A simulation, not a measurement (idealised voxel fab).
voxel lift off: a process module
The figure presents cross-section cut, which has a width of 180 nm and is divided into square cells with an edge length of 5 nm.
Heads up, the way a cross-section reads in here is a grid of square cells, handed over as bands from the top down, with every band being one or more rows of cells.
Read a band's entry like this: the first values are the height of its top and the height of its bottom in nm, and what follows is the sequence of materials from left to right, each with its width in nm. Note that "blank" is empty space, and that a single material marked "all across" reaches across the band from edge to edge.
Beneath 0, the wafer as received is one material, and that level is where height counting begins. The lowest band goes on downward without a bottom; it is written like "0 down".
A width given as "30->40" starts at the first number in the band's top row and ends at the second number in its bottom row, shifting by an equal amount at every step from row to row.
Given "no change occurred" for a step, no cell of the cross-section differs between before and after that step.
"Closed internal cavities" enumerates empty spaces isolated from the top, with no open way to it, that contain at least 8 cells, giving each as width x height at distance from the left edge, all three in nm.
Step line, after settings: the simulator's comment on this step.
"overlay nm", when on a step's line for a step with a mask, measures how far to the right of its planned place the mask lay; a negative measure means to the left.

**Below is the list of planned process steps**
- 1: RECEIVE, material Si
- 2: CONFORMAL_DEP, material SiN, thk nm 5
- 3: PATTERN, tone open, mask id LINES, material resist, width nm 30, pitch nm 45, thk nm 20, overlay nm 0
- 4: DIRECTIONAL_DEP, material Ru, thk nm 10
- 5: STRIP, etch materials resist
- 6: CONFORMAL_DEP, material SiCN, thk nm 5

**As received (post step 1): cross-section**
  0 down  Si all across
  Closed internal cavities: none

**Same starting wafer, same plan as above, one mistake in the execution; this is the cross-section at the end of the module**
  20 to 15  blank 30 nm, SiCN 35 nm, blank 10 nm, SiCN 35 nm, blank 10 nm, SiCN 35 nm, blank 25 nm
  15 to 10  blank 30 nm, SiCN 5 nm, Ru 25 nm, SiCN 5 nm, blank 10 nm, SiCN 5 nm, Ru 25 nm, SiCN 5 nm, blank 10 nm, SiCN 5 nm, Ru 25 nm, SiCN 5 nm, blank 25 nm
  10 to 5  SiCN 35 nm, Ru 25 nm, SiCN 20 nm, Ru 25 nm, SiCN 20 nm, Ru 25 nm, SiCN 30 nm
  5 to 0  SiN all across
  0 down  Si all across
  Closed internal cavities: none
What was the processing mistake? step 3 went in with a setting other than planned; the actual run was PATTERN, tone open, mask id LINES, material resist, width nm 25, pitch nm 45, thk nm 20, overlay nm 0
